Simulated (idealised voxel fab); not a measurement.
process module | voxel capacitor over wiring
cross-section cut | 190 nm wide | cells 5 nm
A cross-section is a grid of square cells, given in bands from the top down. A band is one or more rows of cells.
Each band's line starts with the height of the band's top and of its bottom, in nm. Then come its materials from left to right, each with its width in nm. One material with "throughout" fills the band from edge to edge. "air" is empty space.
Height 0 is the level under which the wafer as received is all one material. The lowest band goes on downwards, as in "0 down".
A width such as "30 to 40" changes by the same amount from each row of cells to the next, from the band's top row to its bottom row.
"no change" after a step means that no cell of the cross-section changed.
closed voids: empty space of 8 cells or more with no open way to the top, each as width x height at its distance from the left edge, in nm
after a step's settings: what the simulator itself notes on the step
overlay nm, on a step with a mask: how far to the right of its planned place the mask lay; to the left if negative
plan
1 op RECEIVE | material Si
2 op CONFORMAL_DEP | material SiO2 | thk nm 15
3 op CONFORMAL_DEP | material SiCN | thk nm 5
4 op DIRECTIONAL_DEP | material lowk | thk nm 25
5 op PATTERN | tone open | mask id METAL_1 | material resist | width nm 25 | pitch nm 75 | thk nm 20 | overlay nm 0
6 op DIRECTIONAL_ETCH | etch materials lowk | depth nm 25
7 op DIRECTIONAL_ETCH | etch materials SiCN | depth nm 5
8 op STRIP | etch materials resist
9 op CONFORMAL_DEP | material TiN | thk nm 5
10 op FILL_DEP | material Ru | thk nm 10
11 op CMP | height nm 45
12 op CONFORMAL_DEP | material SiCN | thk nm 5
13 op DIRECTIONAL_DEP | material lowk | thk nm 15
14 op PATTERN | tone open | mask id PLUG_1 | material resist | width nm 15 | thk nm 15 | overlay nm 0
15 op DIRECTIONAL_ETCH | etch materials lowk | depth nm 15
16 op DIRECTIONAL_ETCH | etch materials SiCN | depth nm 5
17 op STRIP | etch materials resist
18 op EPI | material Ru | thk nm 10
19 op EPI | material Ru | thk nm 10
20 op DIRECTIONAL_DEP | material TiN | thk nm 10
21 op DIRECTIONAL_DEP | material Al2O3 | thk nm 5
22 op DIRECTIONAL_DEP | material TiN | thk nm 10
23 op PATTERN | tone cover | mask id UPPER_PLATE | material resist | width nm 55 | thk nm 20 | overlay nm 0
24 op DIRECTIONAL_ETCH | etch materials TiN | depth nm 10
25 op DIRECTIONAL_ETCH | etch materials Al2O3 | depth nm 5
26 op STRIP | etch materials resist
27 op MASKED_ETCH | tone cover | mask id LOWER_PLATE | width nm 65 | etch materials TiN | depth nm 10 | overlay nm 0
28 op FILL_DEP | material SiO2 | thk nm 15
29 op CMP | height nm 100
30 op MASKED_ETCH | tone open | mask id PLUG_2 | width nm 15 | etch materials SiO2 | depth nm 10 | overlay nm 0
31 op CONFORMAL_DEP | material TiN | thk nm 5
32 op FILL_DEP | material W | thk nm 5
33 op CMP | height nm 100
34 op CONFORMAL_DEP | material SiN | thk nm 5
first wafer, as planned
as received, after step 1
  0 down: Si throughout
  closed voids: none
after step 2
  15 to 0: SiO2 throughout
  below 0: unchanged
after step 3
  20 to 15: SiCN throughout
  below 15: unchanged
after step 4
  45 to 20: lowk throughout
  below 20: unchanged
after step 5
  65 to 45: resist 45 | air 25 | resist 50 | air 25 | resist 45
  below 45: unchanged
after step 6
  65 to 45: resist 45 | air 25 | resist 50 | air 25 | resist 45
  45 to 20: lowk 45 | air 25 | lowk 50 | air 25 | lowk 45
  below 20: unchanged
after step 7
  65 to 45: resist 45 | air 25 | resist 50 | air 25 | resist 45
  45 to 20: lowk 45 | air 25 | lowk 50 | air 25 | lowk 45
  20 to 15: SiCN 45 | air 25 | SiCN 50 | air 25 | SiCN 45
  below 15: unchanged
after step 8
  45 to 20: lowk 45 | air 25 | lowk 50 | air 25 | lowk 45
  below 20: unchanged
after step 9
  50 to 45: TiN 50 | air 15 | TiN 60 | air 15 | TiN 50
  45 to 20: lowk 45 | TiN 5 | air 15 | TiN 5 | lowk 50 | TiN 5 | air 15 | TiN 5 | lowk 45
  20 to 15: SiCN 45 | TiN 25 | SiCN 50 | TiN 25 | SiCN 45
  below 15: unchanged
after step 10
  60 to 50: Ru throughout
  50 to 45: TiN 50 | Ru 15 | TiN 60 | Ru 15 | TiN 50
  45 to 20: lowk 45 | TiN 5 | Ru 15 | TiN 5 | lowk 50 | TiN 5 | Ru 15 | TiN 5 | lowk 45
  below 20: unchanged
after step 11
  45 to 20: lowk 45 | TiN 5 | Ru 15 | TiN 5 | lowk 50 | TiN 5 | Ru 15 | TiN 5 | lowk 45
  below 20: unchanged
after step 12
  50 to 45: SiCN throughout
  below 45: unchanged
after step 13
  65 to 50: lowk throughout
  below 50: unchanged
after step 14
  80 to 65: resist 55 | air 15 | resist 120
  below 65: unchanged
after step 15
  80 to 65: resist 55 | air 15 | resist 120
  65 to 50: lowk 55 | air 15 | lowk 120
  below 50: unchanged
after step 16
  80 to 65: resist 55 | air 15 | resist 120
  65 to 50: lowk 55 | air 15 | lowk 120
  50 to 45: SiCN 55 | air 15 | SiCN 120
  below 45: unchanged
after step 17
  65 to 50: lowk 55 | air 15 | lowk 120
  below 50: unchanged
after step 18
  65 to 55: lowk 55 | air 15 | lowk 120
  55 to 50: lowk 55 | Ru 15 | lowk 120
  50 to 45: SiCN 55 | Ru 15 | SiCN 120
  below 45: unchanged
after step 19
  65 to 50: lowk 55 | Ru 15 | lowk 120
  below 50: unchanged
after step 20
  75 to 65: TiN throughout
  below 65: unchanged
after step 21
  80 to 75: Al2O3 throughout
  below 75: unchanged
after step 22
  90 to 80: TiN throughout
  below 80: unchanged
after step 23
  110 to 90: air 55 | resist 55 | air 80
  below 90: unchanged
after step 24
  110 to 90: air 55 | resist 55 | air 80
  90 to 80: air 55 | TiN 55 | air 80
  below 80: unchanged
after step 25
  110 to 90: air 55 | resist 55 | air 80
  90 to 80: air 55 | TiN 55 | air 80
  80 to 75: air 55 | Al2O3 55 | air 80
  below 75: unchanged
after step 26
  90 to 80: air 55 | TiN 55 | air 80
  below 80: unchanged
after step 27
  90 to 80: air 55 | TiN 55 | air 80
  80 to 75: air 55 | Al2O3 55 | air 80
  75 to 65: air 50 | TiN 65 | air 75
  below 65: unchanged
after step 28
  105 to 90: SiO2 throughout
  90 to 80: SiO2 55 | TiN 55 | SiO2 80
  80 to 75: SiO2 55 | Al2O3 55 | SiO2 80
  75 to 65: SiO2 50 | TiN 65 | SiO2 75
  below 65: unchanged
after step 29
  100 to 90: SiO2 throughout
  below 90: unchanged
after step 30
  100 to 90: SiO2 65 | air 15 | SiO2 110
  below 90: unchanged
after step 31
  105 to 100: TiN 70 | air 5 | TiN 115
  100 to 95: SiO2 65 | TiN 5 | air 5 | TiN 5 | SiO2 110
  95 to 90: SiO2 65 | TiN 15 | SiO2 110
  below 90: unchanged
after step 32
  110 to 105: W throughout
  105 to 100: TiN 70 | W 5 | TiN 115
  100 to 95: SiO2 65 | TiN 5 | W 5 | TiN 5 | SiO2 110
  below 95: unchanged
after step 33
  100 to 95: SiO2 65 | TiN 5 | W 5 | TiN 5 | SiO2 110
  below 95: unchanged
after step 34
  105 to 100: SiN throughout
  below 100: unchanged
second wafer: like start, like plan, one mistake. Through step 17 it matches the first wafer
when step 19 should have ended
  65 to 55: lowk 55 | air 15 | lowk 120
  55 to 50: lowk 55 | Ru 15 | lowk 120
  50 to 45: SiCN 55 | Ru 15 | SiCN 120
  below 45: unchanged
when step 20 should have ended
  75 to 65: TiN 55 | air 15 | TiN 120
  65 to 55: lowk 55 | TiN 15 | lowk 120
  below 55: unchanged
when step 21 should have ended
  80 to 75: Al2O3 55 | air 15 | Al2O3 120
  75 to 70: TiN 55 | air 15 | TiN 120
  70 to 65: TiN 55 | Al2O3 15 | TiN 120
  below 65: unchanged
when step 22 should have ended
  90 to 80: TiN 55 | air 15 | TiN 120
  80 to 75: Al2O3 55 | TiN 15 | Al2O3 120
  75 to 70: TiN throughout
  below 70: unchanged
when step 23 should have ended
  110 to 90: air 55 | resist 55 | air 80
  90 to 80: TiN 55 | resist 15 | TiN 120
  below 80: unchanged
when step 24 should have ended
  110 to 90: air 55 | resist 55 | air 80
  90 to 80: air 55 | resist 15 | TiN 40 | air 80
  below 80: unchanged
when step 25 should have ended
  110 to 90: air 55 | resist 55 | air 80
  90 to 80: air 55 | resist 15 | TiN 40 | air 80
  80 to 75: air 55 | TiN 15 | Al2O3 40 | air 80
  below 75: unchanged
when step 26 should have ended
  90 to 80: air 70 | TiN 40 | air 80
  below 80: unchanged
when step 27 should have ended
  90 to 80: air 70 | TiN 40 | air 80
  80 to 75: air 55 | TiN 15 | Al2O3 40 | air 80
  75 to 70: air 50 | TiN 65 | air 75
  70 to 65: air 50 | TiN 5 | Al2O3 15 | TiN 45 | air 75
  below 65: unchanged
when step 28 should have ended
  105 to 90: SiO2 throughout
  90 to 80: SiO2 70 | TiN 40 | SiO2 80
  80 to 75: SiO2 55 | TiN 15 | Al2O3 40 | SiO2 80
  75 to 70: SiO2 50 | TiN 65 | SiO2 75
  70 to 65: SiO2 50 | TiN 5 | Al2O3 15 | TiN 45 | SiO2 75
  below 65: unchanged
when step 29 should have ended
  100 to 90: SiO2 throughout
  below 90: unchanged
when step 30 should have ended
  100 to 90: SiO2 65 | air 15 | SiO2 110
  below 90: unchanged
when step 31 should have ended
  105 to 100: TiN 70 | air 5 | TiN 115
  100 to 95: SiO2 65 | TiN 5 | air 5 | TiN 5 | SiO2 110
  95 to 90: SiO2 65 | TiN 15 | SiO2 110
  below 90: unchanged
when step 32 should have ended
  110 to 105: W throughout
  105 to 100: TiN 70 | W 5 | TiN 115
  100 to 95: SiO2 65 | TiN 5 | W 5 | TiN 5 | SiO2 110
  below 95: unchanged
when step 33 should have ended
  100 to 95: SiO2 65 | TiN 5 | W 5 | TiN 5 | SiO2 110
  below 95: unchanged
when step 34 should have ended
  105 to 100: SiN throughout
  below 100: unchanged
what went wrong: one of the steps 18 and 19, which are alike, was left out
at the end the second wafer has, in cells: 6 fewer of Ru | 6 more of SiO2
